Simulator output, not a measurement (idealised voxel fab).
process module | voxel self aligned vias
cross-section cut | 245 nm wide | cells 5 nm
A cross-section is a grid of square cells, given in bands from the top down. A band is one or more rows of cells.
Each band's line starts with the height of the band's top and of its bottom, in nm. Then come its materials from left to right, each with its width in nm. One material with "throughout" fills the band from edge to edge. "air" is empty space.
Height 0 is the level under which the wafer as received is all one material. The lowest band goes on downwards, as in "0 down".
A width such as "30 to 40" changes by the same amount from each row of cells to the next, from the band's top row to its bottom row.
"no change" after a step means that no cell of the cross-section changed.
closed voids: empty space of 8 cells or more with no open way to the top, each as width x height at its distance from the left edge, in nm
after a step's settings: what the simulator itself notes on the step
overlay nm, on a step with a mask: how far to the right of its planned place the mask lay; to the left if negative
plan
1 op RECEIVE | material Si
2 op CONFORMAL_DEP | material SiO2 | thk nm 10
3 op CONFORMAL_DEP | material SiCN | thk nm 5
4 op DIRECTIONAL_DEP | material SiO2 | thk nm 30
5 op PATTERN | tone open | mask id LINES | material resist | width nm 30 | pitch nm 70 | thk nm 15 | overlay nm 0
6 op DIRECTIONAL_ETCH | etch materials SiO2 | depth nm 30
7 op STRIP | etch materials resist
8 op CONFORMAL_DEP | material TiN | thk nm 5
9 op FILL_DEP | material Ru | thk nm 5
10 op CMP | height nm 45
11 op SELECTIVE_ETCH | etch materials W Ru TiN | depth nm 5
12 op FILL_DEP | material SiN | thk nm 5
13 op CMP | height nm 45
14 op DIRECTIONAL_DEP | material SiO2 | thk nm 20
15 op DIRECTIONAL_DEP | material aC | thk nm 15
16 op PATTERN | tone open | mask id VIAS | material resist | width nm 50 | pitch nm 140 | thk nm 35 | overlay nm 0
17 op DIRECTIONAL_ETCH | etch materials aC | depth nm 15
18 op STRIP | etch materials resist
19 op DIRECTIONAL_ETCH | etch materials SiO2 | depth nm 20
20 op DIRECTIONAL_ETCH | etch materials SiN | depth nm 5
21 op STRIP | etch materials aC
22 op CONFORMAL_DEP | material TiN | thk nm 5
23 op FILL_DEP | material W | thk nm 5
24 op CMP | height nm 65
25 op CONFORMAL_DEP | material SiN | thk nm 5
as received, after step 1
  0 down: Si throughout
  closed voids: none
first wafer at the end, as planned
  70 to 65: SiN throughout
  65 to 50: SiO2 25 | TiN 5 | W 40 | TiN 5 | SiO2 90 | TiN 5 | W 40 | TiN 5 | SiO2 30
  50 to 45: SiO2 25 | TiN 15 | W 20 | TiN 15 | SiO2 90 | TiN 15 | W 20 | TiN 15 | SiO2 30
  45 to 40: SiO2 35 | TiN 30 | SiO2 40 | SiN 30 | SiO2 40 | TiN 30 | SiO2 40
  40 to 20: SiO2 35 | TiN 5 | Ru 20 | TiN 5 | SiO2 40 | TiN 5 | Ru 20 | TiN 5 | SiO2 40 | TiN 5 | Ru 20 | TiN 5 | SiO2 40
  20 to 15: SiO2 35 | TiN 30 | SiO2 40 | TiN 30 | SiO2 40 | TiN 30 | SiO2 40
  15 to 10: SiCN throughout
  10 to 0: SiO2 throughout
  0 down: Si throughout
  closed voids: none
second wafer at the end: like start, like plan, one mistake
  70 to 65: SiN throughout
  65 to 45: SiO2 25 | TiN 5 | W 40 | TiN 5 | SiO2 90 | TiN 5 | W 40 | TiN 5 | SiO2 30
  45 to 40: SiO2 25 | TiN 50 | SiO2 30 | SiN 30 | SiO2 30 | TiN 50 | SiO2 30
  40 to 25: SiO2 25 | TiN 15 | Ru 20 | TiN 15 | SiO2 30 | TiN 5 | Ru 20 | TiN 5 | SiO2 30 | TiN 15 | Ru 20 | TiN 15 | SiO2 30
  25 to 20: SiO2 35 | TiN 5 | Ru 20 | TiN 5 | SiO2 40 | TiN 5 | Ru 20 | TiN 5 | SiO2 40 | TiN 5 | Ru 20 | TiN 5 | SiO2 40
  20 to 15: SiO2 35 | TiN 30 | SiO2 40 | TiN 30 | SiO2 40 | TiN 30 | SiO2 40
  15 to 10: SiCN throughout
  10 to 0: SiO2 throughout
  0 down: Si throughout
  closed voids: none
what went wrong: step 19 was run twice
at the end the second wafer has, in cells: 32 fewer of SiO2 | 24 more of TiN | 8 more of W
